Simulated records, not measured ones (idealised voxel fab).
The following is a process module called voxel tone inversion.
Section cut is 200 nm wide and gridded with 5 nm square cells.
Square cells in a grid make up a cross-section in this document, and the grid is given as bands, listed from the top down, each one or more rows of cells.
Quick guide to a band line: top height, bottom height (nm) up front; then every material left to right with its width in nm. Only one material and it's marked "throughout"? Then it fills the band edge to edge. And "empty" just means empty space.
The reference from which all heights are counted is 0, the level beneath which the as-received wafer is entirely one material; the lowest band, having no lower bound, proceeds downward and is written after the example "0 nm and below".
You'd read "30..40" like this: the band's top row of cells is as wide as the first number, its bottom row is as wide as the second, and going down, every row changes width by the same amount as the row before did.
What does "changes: none" mean for a step? It means no cell of the cross-section changed in that step.
"Sealed void list" enumerates empty spaces isolated from the top, with no open way to it, that contain at least 8 cells, giving each as width x height at distance from the left edge, all three in nm.
It should be noted that, on the line of a given step, the content following the step's settings is a remark produced by the simulator itself with respect to that step.
If you see "overlay nm" on a step's line and that step has a mask, it's telling you how far right of where it was planned the mask ended up; a negative number means it went left instead.

**The steps planned for the process are as follows**
step 1: RECEIVE [material Si]
step 2: CONFORMAL_DEP [material SiN] [thk nm 10]
step 3: DIRECTIONAL_DEP [material polySi] [thk nm 15]
step 4: PATTERN [tone cover] [mask id POSTS] [material resist] [width nm 15] [pitch nm 35] [thk nm 25] [overlay nm 0]
step 5: DIRECTIONAL_ETCH [etch materials polySi] [depth nm 15]
step 6: STRIP [etch materials resist]
step 7: FILL_DEP [material SiO2] [thk nm 10]
step 8: CMP [height nm 25]
step 9: STRIP [etch materials polySi]
step 10: CONFORMAL_DEP [material TiN] [thk nm 5]
step 11: FILL_DEP [material Ru] [thk nm 10]
step 12: CMP [height nm 25]
step 13: CONFORMAL_DEP [material SiN] [thk nm 5]
Don't read the plan's thk nm for step 13 as applying to every wafer: that's the first wafer's value, and the wafers differ in it, though they all start identical.

**As received, i.e. after step 1: cross-section through the first of several wafers**
    0 nm and below | Si throughout
    Sealed void list: none

**Tabulated below, wafer by wafer, are the end-of-module results: for each material, the number of cells gained (+) or lost (-) relative to the as-received state, followed by the closed voids**
thk nm 5; +6 Ru; +120 SiN; +93 SiO2; +21 TiN; Sealed void list: none
thk nm 10; +6 Ru; +160 SiN; +93 SiO2; +21 TiN; Sealed void list: none
thk nm 15; +6 Ru; +200 SiN; +93 SiO2; +21 TiN; Sealed void list: none
thk nm 20; +6 Ru; +240 SiN; +93 SiO2; +21 TiN; Sealed void list: none
